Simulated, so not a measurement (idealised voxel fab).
process module | voxel tone inversion
For reference, the cross-section in this document is cut, with width 205 nm and square cells of 5 nm.
Heads up, the way a cross-section reads in here is a grid of square cells, handed over as bands from the top down, with every band being one or more rows of cells.
What a band's entry tells you: where the top is and where the bottom is, as heights in nm, and after that what lies inside, material by material from left to right, each with its width in nm. Empty space is written as the word "empty", and a single material marked with the word "everywhere" occupies the band from edge to edge.
Height datum 0, below which the as-received substrate wafer is one material. Lowest band open at the bottom, running downward: "0 down".
It should be noted that a width expressed as "30 to 40" varies in equal increments from row to row of cells within the band, taking the value of the first number at the top row and that of the second number at the bottom row.
"nothing different" means the step left every cell of the cross-section as it was.
Closed-off voids of 8+ cells (no open route to the top) go in "Unvented internal voids", written width x height at distance from the left edge, in nm.
On each step's line, the part that comes after the settings is the simulator's own comment on the step.
If you see "overlay nm" on a step's line and that step has a mask, it's telling you how far right of where it was planned the mask ended up; a negative number means it went left instead.
The steps planned for the process are as follows:
1) RECEIVE,material Si
2) CONFORMAL_DEP,material SiN,thk nm 10
3) DIRECTIONAL_DEP,material polySi,thk nm 15
4) PATTERN,tone cover,mask id POSTS,material resist,width nm 20,pitch nm 35,thk nm 20,overlay nm 0
5) DIRECTIONAL_ETCH,etch materials polySi,depth nm 15
6) STRIP,etch materials resist
7) FILL_DEP,material SiO2,thk nm 5
8) CMP,height nm 25
9) STRIP,etch materials polySi
10) CONFORMAL_DEP,material TiN,thk nm 5
11) FILL_DEP,material W,thk nm 10
12) CMP,height nm 25
13) CONFORMAL_DEP,material SiCN,thk nm 5
Shown in cross-section is the wafer as received, that is, as it stands after step 1:
    0 down = Si everywhere
    Unvented internal voids: none
Wafer at module end, in section. Began as above, planned as above, run with one mistake:
    30 to 25 = SiCN everywhere
    25 to 15 = SiO2 (40) | TiN (5) | polySi (10) | TiN (5) | SiO2 (15) | TiN (5) | polySi (10) | TiN (5) | SiO2 (15) | TiN (5) | polySi (10) | TiN (5) | SiO2 (15) | TiN (5) | polySi (10) | TiN (5) | SiO2 (40)
    15 to 10 = SiO2 (40) | TiN (20) | SiO2 (15) | TiN (20) | SiO2 (15) | TiN (20) | SiO2 (15) | TiN (20) | SiO2 (40)
    10 to 0 = SiN everywhere
    0 down = Si everywhere
    Unvented internal voids: none
What broke from the plan during processing? not per plan at step 11, really ran FILL_DEP,material polySi,thk nm 10
